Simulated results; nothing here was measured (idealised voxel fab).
The following process module bears the name voxel wiring stack.
The figure presents cross-section cut, which has a width of 255 nm and is divided into square cells with an edge length of 5 nm.
Reading order for cross-sections: top band down to bottom band. Underlying form: a grid of square cells. Band size: one or more rows of cells. Within each band entry, the heights of the top and of the bottom of the band appear first, in that order and in nm; the materials of the band then follow from left to right, each with its corresponding width in nm. The designation "edge to edge" on a single material indicates that it fills the band from edge to edge; the designation "empty" indicates empty space. Counting heights begins at 0, where everything beneath is, in the wafer as received, one material. The lowest band has no bottom; it goes on downwards, as "top 0, no bottom" shows. Read "30..40" as a graded width: first number on top, second number at the bottom, same change between each pair of neighbouring rows. "changes: none" means the step left every cell of the cross-section as it was. "Enclosed cavities": empty spaces of 8 cells or more with no open way to the top, each given as width x height at distance, distance from the left edge, all in nm. Formally, on a step line, whatever follows the settings is a remark that the simulator itself makes on the step. Steps that use a mask can have "overlay nm" on their line. It says how far the mask sat to the right of where it was meant to be. Negative means to the left.

[This section lists the process steps that were planned]
1. RECEIVE: material Si
2. CONFORMAL_DEP: material SiO2, thk nm 15
3. DIRECTIONAL_DEP: material TiN, thk nm 5
4. DIRECTIONAL_DEP: material W, thk nm 15
5. DIRECTIONAL_DEP: material aC, thk nm 10
6. PATTERN: tone cover, mask id METAL_1, material resist, width nm 30, pitch nm 50, thk nm 25, overlay nm 0
7. DIRECTIONAL_ETCH: etch materials aC, depth nm 10
8. STRIP: etch materials resist
9. DIRECTIONAL_ETCH: etch materials W, depth nm 15
10. DIRECTIONAL_ETCH: etch materials TiN, depth nm 5
11. STRIP: etch materials aC
12. FILL_DEP: material SiO2, thk nm 10
13. CMP: height nm 35
14. CONFORMAL_DEP: material SiCN, thk nm 5
15. DIRECTIONAL_DEP: material lowk, thk nm 10
16. PATTERN: tone open, mask id PLUG_1, material resist, width nm 15, pitch nm 50, thk nm 20, overlay nm 0
17. DIRECTIONAL_ETCH: etch materials lowk, depth nm 10
18. DIRECTIONAL_ETCH: etch materials SiCN, depth nm 5
19. STRIP: etch materials resist
20. CONFORMAL_DEP: material TiN, thk nm 5
21. FILL_DEP: material Ru, thk nm 5
22. CMP: height nm 50
23. DIRECTIONAL_DEP: material TiN, thk nm 5
24. DIRECTIONAL_DEP: material Ru, thk nm 15
25. DIRECTIONAL_DEP: material aC, thk nm 10
26. PATTERN: tone cover, mask id METAL_2, material resist, width nm 30, pitch nm 50, thk nm 25, overlay nm 0
27. DIRECTIONAL_ETCH: etch materials aC, depth nm 10
28. STRIP: etch materials resist
29. DIRECTIONAL_ETCH: etch materials Ru, depth nm 15
30. DIRECTIONAL_ETCH: etch materials TiN, depth nm 5
31. STRIP: etch materials aC
32. CONFORMAL_DEP: material SiCN, thk nm 5
33. FILL_DEP: material lowk, thk nm 10
34. CMP: height nm 70
35. CONFORMAL_DEP: material SiCN, thk nm 5

[This is the cross-section of the wafer as we received it, i.e. after step 1]
* top 0, no bottom | Si edge to edge
* Enclosed cavities: none

[Cross-section taken at module completion on the first of two wafers; processed per the plan]
* top 75, bottom 70 | SiCN edge to edge
* top 70, bottom 55 | 30 lowk / 5 SiCN / 30 Ru / 5 SiCN / 10 lowk / 5 SiCN / 30 Ru / 5 SiCN / 10 lowk / 5 SiCN / 30 Ru / 5 SiCN / 10 lowk / 5 SiCN / 30 Ru / 5 SiCN / 35 lowk
* top 55, bottom 50 | 35 SiCN / 30 TiN / 20 SiCN / 30 TiN / 20 SiCN / 30 TiN / 20 SiCN / 30 TiN / 40 SiCN
* top 50, bottom 40 | 35 lowk / 5 TiN / 5 Ru / 5 TiN / 35 lowk / 5 TiN / 5 Ru / 5 TiN / 35 lowk / 5 TiN / 5 Ru / 5 TiN / 35 lowk / 5 TiN / 5 Ru / 5 TiN / 55 lowk
* top 40, bottom 35 | 35 SiCN / 15 TiN / 35 SiCN / 15 TiN / 35 SiCN / 15 TiN / 35 SiCN / 15 TiN / 55 SiCN
* top 35, bottom 20 | 35 SiO2 / 30 W / 20 SiO2 / 30 W / 20 SiO2 / 30 W / 20 SiO2 / 30 W / 40 SiO2
* top 20, bottom 15 | 35 SiO2 / 30 TiN / 20 SiO2 / 30 TiN / 20 SiO2 / 30 TiN / 20 SiO2 / 30 TiN / 40 SiO2
* top 15, bottom 0 | SiO2 edge to edge
* top 0, no bottom | Si edge to edge
* Enclosed cavities: none

[Here's the second of our two wafers sectioned at module end. Same start as the first, same plan, but one mistake got made running it]
* top 75, bottom 70 | SiCN edge to edge
* top 70, bottom 55 | 30 lowk / 5 SiCN / 30 Ru / 5 SiCN / 10 lowk / 5 SiCN / 30 Ru / 5 SiCN / 10 lowk / 5 SiCN / 30 Ru / 5 SiCN / 10 lowk / 5 SiCN / 30 Ru / 5 SiCN / 35 lowk
* top 55, bottom 50 | 35 SiCN / 30 TiN / 20 SiCN / 30 TiN / 20 SiCN / 30 TiN / 20 SiCN / 30 TiN / 40 SiCN
* top 50, bottom 40 | 45 lowk / 5 TiN / 5 Ru / 5 TiN / 35 lowk / 5 TiN / 5 Ru / 5 TiN / 35 lowk / 5 TiN / 5 Ru / 5 TiN / 35 lowk / 5 TiN / 5 Ru / 5 TiN / 45 lowk
* top 40, bottom 35 | 45 SiCN / 15 TiN / 35 SiCN / 15 TiN / 35 SiCN / 15 TiN / 35 SiCN / 15 TiN / 45 SiCN
* top 35, bottom 20 | 35 SiO2 / 30 W / 20 SiO2 / 30 W / 20 SiO2 / 30 W / 20 SiO2 / 30 W / 40 SiO2
* top 20, bottom 15 | 35 SiO2 / 30 TiN / 20 SiO2 / 30 TiN / 20 SiO2 / 30 TiN / 20 SiO2 / 30 TiN / 40 SiO2
* top 15, bottom 0 | SiO2 edge to edge
* top 0, no bottom | Si edge to edge
* Enclosed cavities: none
Here's what went sideways: step 16 went in with a setting other than planned; the actual run was PATTERN: tone open, mask id PLUG_1, material resist, width nm 15, pitch nm 50, thk nm 20, overlay nm 10
By the end, you'd get the same cell count for each material on either wafer, but the second wafer puts them somewhere else.
